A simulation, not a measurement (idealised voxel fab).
The following is a process module called voxel plated lines.
Section cut is 215 nm wide and gridded with 5 nm square cells.
Heads up, the way a cross-section reads in here is a grid of square cells, handed over as bands from the top down, with every band being one or more rows of cells.
This entry defines a band. It first specifies the height of the band's top and the height of its bottom in nm, and then specifies the band's materials from left to right, stating each material with its width in nm. The word "edge to edge" identifies a single material that fills the band from edge to edge, while the word "air" identifies empty space.
Heights are expressed relative to 0, this being the level below which the as-received wafer comprises one material exclusively. The lowest band is unbounded in the downward direction and is denoted as in "0..down".
Graded width ("30 to 40"): value in top row of band = first number; value in bottom row = second number; row-to-row change constant.
Any step labelled "nothing was modified" changed none of the cells in the cross-section.
Listed in "Sealed internal cavities": every empty space of 8 or more cells without an open way to the top. Form: width x height at distance, the distance being from the left edge, all in nm.
The remark found on a step's line after its settings is issued by the simulator itself and pertains to that step.
On any step carrying a mask, the "overlay nm" setting, if present on the step's line, tells how far right of its planned place the mask lay; negative values point to the left.
## Process steps foreseen in the plan
1: op RECEIVE | material Si
2: op CONFORMAL_DEP | material SiN | thk nm 10
3: op DIRECTIONAL_DEP | material TiN | thk nm 5
4: op PATTERN | tone open | mask id LINES | material resist | width nm 25 | pitch nm 45 | thk nm 40 | overlay nm -15
5: op EPI | material Ru | thk nm 10
6: op EPI | material Ru | thk nm 10
7: op EPI | material Ru | thk nm 10
8: op STRIP | etch materials resist
9: op DIRECTIONAL_ETCH | etch materials TiN | depth nm 5
10: op CONFORMAL_DEP | material SiCN | thk nm 10
For this document, wafers share an identical start and vary in the step 4 overlay nm; the plan quotes the first wafer's value.
## Cross-section, first of several wafers, as delivered after step 1
	0..down = Si edge to edge
	Sealed internal cavities: none
## Where each wafer stands at the end of the module, a row apiece: cells of each material gained (+) or lost (-) since it was received, then closed voids
overlay nm -15 | +90 Ru | +170 SiCN | +86 SiN | +15 TiN | Sealed internal cavities: none
overlay nm -10 | +90 Ru | +170 SiCN | +86 SiN | +15 TiN | Sealed internal cavities: none
overlay nm -5 | +90 Ru | +170 SiCN | +86 SiN | +15 TiN | Sealed internal cavities: none
overlay nm 0 | +90 Ru | +170 SiCN | +86 SiN | +15 TiN | Sealed internal cavities: none
overlay nm 5 | +90 Ru | +170 SiCN | +86 SiN | +15 TiN | Sealed internal cavities: none
overlay nm 10 | +90 Ru | +170 SiCN | +86 SiN | +15 TiN | Sealed internal cavities: none
overlay nm 15 | +90 Ru | +170 SiCN | +86 SiN | +15 TiN | Sealed internal cavities: none
